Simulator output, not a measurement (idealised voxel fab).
Herein follows the process module entitled voxel plated lines.
This is section cut - it's 165 nm across, gridded in 5 nm square cells.
In this document a cross-section is written as a grid of square cells. It is given as a series of bands, listed from the top down, and a band is one or more rows of cells. Band: top and bottom heights (nm) first, top before bottom; then materials from left to right, widths in nm. "full width" marks a sole material filling the band edge to edge. "blank" denotes empty space. Heights are reckoned from 0. Under this level, the received wafer is all of one material. The bottommost band is open-ended downward, for example "top 0, no bottom". Graded width ("30..40"): value in top row of band = first number; value in bottom row = second number; row-to-row change constant. "no modification" -> step changed no cross-section cell. Basically, "Enclosed void entries" tells you about the enclosed voids: empty spaces with no open way to the top, 8 cells or bigger, each written width x height at distance, where distance is from the left edge, all in nm. Step line, after settings: the simulator's comment on this step. overlay nm, on a step with a mask: how far to the right of its planned place the mask lay; to the left if negative.

The steps planned for the process are as follows:
| 1 | RECEIVE: material Si |
| 2 | CONFORMAL_DEP: material Al2O3, thk nm 10 |
| 3 | DIRECTIONAL_DEP: material TiN, thk nm 5 |
| 4 | PATTERN: tone open, mask id LINES, material resist, width nm 15, pitch nm 40, thk nm 35, overlay nm 0 |
| 5 | EPI: material Ru, thk nm 5 |
| 6 | EPI: material Ru, thk nm 10 |
| 7 | EPI: material Ru, thk nm 10 |
| 8 | STRIP: etch materials resist |
| 9 | DIRECTIONAL_ETCH: etch materials TiN, depth nm 5 |
| 10 | CONFORMAL_DEP: material SiO2, thk nm 10 |

First of two wafers: run as planned:

Shown in cross-section is the wafer as received, that is, as it stands after step 1:
  top 0, no bottom: Si full width
  Enclosed void entries: none

Once step 2 is through, the wafer looks like this in cross-section:
  top 10, bottom 0: Al2O3 full width
  Heights below 0 show no change.

Once step 3 is through, the wafer looks like this in cross-section:
  top 15, bottom 10: TiN full width
  Heights below 10 show no change.

Once step 4 is through, the wafer looks like this in cross-section:
  top 50, bottom 15: resist 35 nm | blank 15 nm | resist 25 nm | blank 15 nm | resist 25 nm | blank 15 nm | resist 35 nm
  Heights below 15 show no change.

Once step 5 is through, the wafer looks like this in cross-section:
  top 50, bottom 20: resist 35 nm | blank 15 nm | resist 25 nm | blank 15 nm | resist 25 nm | blank 15 nm | resist 35 nm
  top 20, bottom 15: resist 35 nm | Ru 15 nm | resist 25 nm | Ru 15 nm | resist 25 nm | Ru 15 nm | resist 35 nm
  Heights below 15 show no change.

Once step 6 is through, the wafer looks like this in cross-section:
  top 50, bottom 30: resist 35 nm | blank 15 nm | resist 25 nm | blank 15 nm | resist 25 nm | blank 15 nm | resist 35 nm
  top 30, bottom 15: resist 35 nm | Ru 15 nm | resist 25 nm | Ru 15 nm | resist 25 nm | Ru 15 nm | resist 35 nm
  Heights below 15 show no change.

Once step 7 is through, the wafer looks like this in cross-section:
  top 50, bottom 40: resist 35 nm | blank 15 nm | resist 25 nm | blank 15 nm | resist 25 nm | blank 15 nm | resist 35 nm
  top 40, bottom 15: resist 35 nm | Ru 15 nm | resist 25 nm | Ru 15 nm | resist 25 nm | Ru 15 nm | resist 35 nm
  Heights below 15 show no change.

Once step 8 is through, the wafer looks like this in cross-section:
  top 40, bottom 15: blank 35 nm | Ru 15 nm | blank 25 nm | Ru 15 nm | blank 25 nm | Ru 15 nm | blank 35 nm
  Heights below 15 show no change.

Once step 9 is through, the wafer looks like this in cross-section:
  top 40, bottom 15: blank 35 nm | Ru 15 nm | blank 25 nm | Ru 15 nm | blank 25 nm | Ru 15 nm | blank 35 nm
  top 15, bottom 10: blank 35 nm | TiN 15 nm | blank 25 nm | TiN 15 nm | blank 25 nm | TiN 15 nm | blank 35 nm
  Heights below 10 show no change.

Once step 10 is through, the wafer looks like this in cross-section:
  top 50, bottom 40: blank 25 nm | SiO2 35 nm | blank 5 nm | SiO2 35 nm | blank 5 nm | SiO2 35 nm | blank 25 nm
  top 40, bottom 20: blank 25 nm | SiO2 10 nm | Ru 15 nm | SiO2 10 nm | blank 5 nm | SiO2 10 nm | Ru 15 nm | SiO2 10 nm | blank 5 nm | SiO2 10 nm | Ru 15 nm | SiO2 10 nm | blank 25 nm
  top 20, bottom 15: SiO2 35 nm | Ru 15 nm | SiO2 25 nm | Ru 15 nm | SiO2 25 nm | Ru 15 nm | SiO2 35 nm
  top 15, bottom 10: SiO2 35 nm | TiN 15 nm | SiO2 25 nm | TiN 15 nm | SiO2 25 nm | TiN 15 nm | SiO2 35 nm
  Heights below 10 show no change.

What follows concerns the second wafer, which started out like the first and was meant to follow the very same plan; one mistake crept in when it was run, but everything up to and including step 3 is the same as for the first wafer:

Here is the second wafer in cross-section at the point where step 4 of the plan should have been done:
  top 50, bottom 15: resist 45 nm | blank 15 nm | resist 25 nm | blank 15 nm | resist 25 nm | blank 15 nm | resist 25 nm
  Heights below 15 show no change.

Here is the second wafer in cross-section at the point where step 5 of the plan should have been done:
  top 50, bottom 20: resist 45 nm | blank 15 nm | resist 25 nm | blank 15 nm | resist 25 nm | blank 15 nm | resist 25 nm
  top 20, bottom 15: resist 45 nm | Ru 15 nm | resist 25 nm | Ru 15 nm | resist 25 nm | Ru 15 nm | resist 25 nm
  Heights below 15 show no change.

Here is the second wafer in cross-section at the point where step 6 of the plan should have been done:
  top 50, bottom 30: resist 45 nm | blank 15 nm | resist 25 nm | blank 15 nm | resist 25 nm | blank 15 nm | resist 25 nm
  top 30, bottom 15: resist 45 nm | Ru 15 nm | resist 25 nm | Ru 15 nm | resist 25 nm | Ru 15 nm | resist 25 nm
  Heights below 15 show no change.

Here is the second wafer in cross-section at the point where step 7 of the plan should have been done:
  top 50, bottom 40: resist 45 nm | blank 15 nm | resist 25 nm | blank 15 nm | resist 25 nm | blank 15 nm | resist 25 nm
  top 40, bottom 15: resist 45 nm | Ru 15 nm | resist 25 nm | Ru 15 nm | resist 25 nm | Ru 15 nm | resist 25 nm
  Heights below 15 show no change.

Here is the second wafer in cross-section at the point where step 8 of the plan should have been done:
  top 40, bottom 15: blank 45 nm | Ru 15 nm | blank 25 nm | Ru 15 nm | blank 25 nm | Ru 15 nm | blank 25 nm
  Heights below 15 show no change.

Here is the second wafer in cross-section at the point where step 9 of the plan should have been done:
  top 40, bottom 15: blank 45 nm | Ru 15 nm | blank 25 nm | Ru 15 nm | blank 25 nm | Ru 15 nm | blank 25 nm
  top 15, bottom 10: blank 45 nm | TiN 15 nm | blank 25 nm | TiN 15 nm | blank 25 nm | TiN 15 nm | blank 25 nm
  Heights below 10 show no change.

Here is the second wafer in cross-section at the point where step 10 of the plan should have been done:
  top 50, bottom 40: blank 35 nm | SiO2 35 nm | blank 5 nm | SiO2 35 nm | blank 5 nm | SiO2 35 nm | blank 15 nm
  top 40, bottom 20: blank 35 nm | SiO2 10 nm | Ru 15 nm | SiO2 10 nm | blank 5 nm | SiO2 10 nm | Ru 15 nm | SiO2 10 nm | blank 5 nm | SiO2 10 nm | Ru 15 nm | SiO2 10 nm | blank 15 nm
  top 20, bottom 15: SiO2 45 nm | Ru 15 nm | SiO2 25 nm | Ru 15 nm | SiO2 25 nm | Ru 15 nm | SiO2 25 nm
  top 15, bottom 10: SiO2 45 nm | TiN 15 nm | SiO2 25 nm | TiN 15 nm | SiO2 25 nm | TiN 15 nm | SiO2 25 nm
  Heights below 10 show no change.
Against the plan, the run slipped here: step 4 was run on a setting that differed from the plan, and what really ran there is PATTERN: tone open, mask id LINES, material resist, width nm 15, pitch nm 40, thk nm 35, overlay nm 10
At the close, every material occupies the same number of cells on the second wafer as on the first, only in different positions.
